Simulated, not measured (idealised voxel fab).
process module | voxel air gaps
cross-section cut | 190 nm wide | cells 5 nm
A cross-section is a grid of square cells, given in bands from the top down. A band is one or more rows of cells.
Each band's line starts with the height of the band's top and of its bottom, in nm. Then come its materials from left to right, each with its width in nm. One material with "throughout" fills the band from edge to edge. "air" is empty space.
Height 0 is the level under which the wafer as received is all one material. The lowest band goes on downwards, as in "0 down".
A width such as "30 to 40" changes by the same amount from each row of cells to the next, from the band's top row to its bottom row.
"no change" after a step means that no cell of the cross-section changed.
closed voids: empty space of 8 cells or more with no open way to the top, each as width x height at its distance from the left edge, in nm
after a step's settings: what the simulator itself notes on the step
overlay nm, on a step with a mask: how far to the right of its planned place the mask lay; to the left if negative
plan
1 op RECEIVE | material Si
2 op CONFORMAL_DEP | material SiO2 | thk nm 15
3 op CONFORMAL_DEP | material SiCN | thk nm 5
4 op DIRECTIONAL_DEP | material SiO2 | thk nm 30
5 op PATTERN | tone open | mask id LINES | material resist | width nm 15 | pitch nm 45 | thk nm 20 | overlay nm 0
6 op DIRECTIONAL_ETCH | etch materials SiO2 | depth nm 30
7 op STRIP | etch materials resist
8 op CONFORMAL_DEP | material TiN | thk nm 5
9 op FILL_DEP | material W | thk nm 5
10 op CMP | height nm 50
11 op EPI | material Ru | thk nm 10
12 op SELECTIVE_ETCH | etch materials SiO2 | depth nm 40
13 op CONFORMAL_DEP | material SiCN | thk nm 5
as received, after step 1
  0 down: Si throughout
  closed voids: none
a wafer at the end: this start, this plan, one mistake
  65 to 60: SiCN throughout
  60 to 50: Ru throughout
  50 to 45: TiN 45 | W 5 | TiN 40 | W 5 | TiN 40 | W 5 | TiN 50
  45 to 20: SiO2 40 | TiN 5 | W 5 | TiN 5 | SiO2 30 | TiN 5 | W 5 | TiN 5 | SiO2 30 | TiN 5 | W 5 | TiN 5 | SiO2 45
  20 to 15: SiO2 40 | TiN 15 | SiO2 30 | TiN 15 | SiO2 30 | TiN 15 | SiO2 45
  15 to 0: SiO2 throughout
  0 down: Si throughout
  closed voids: none
what went wrong: step 3 was left out
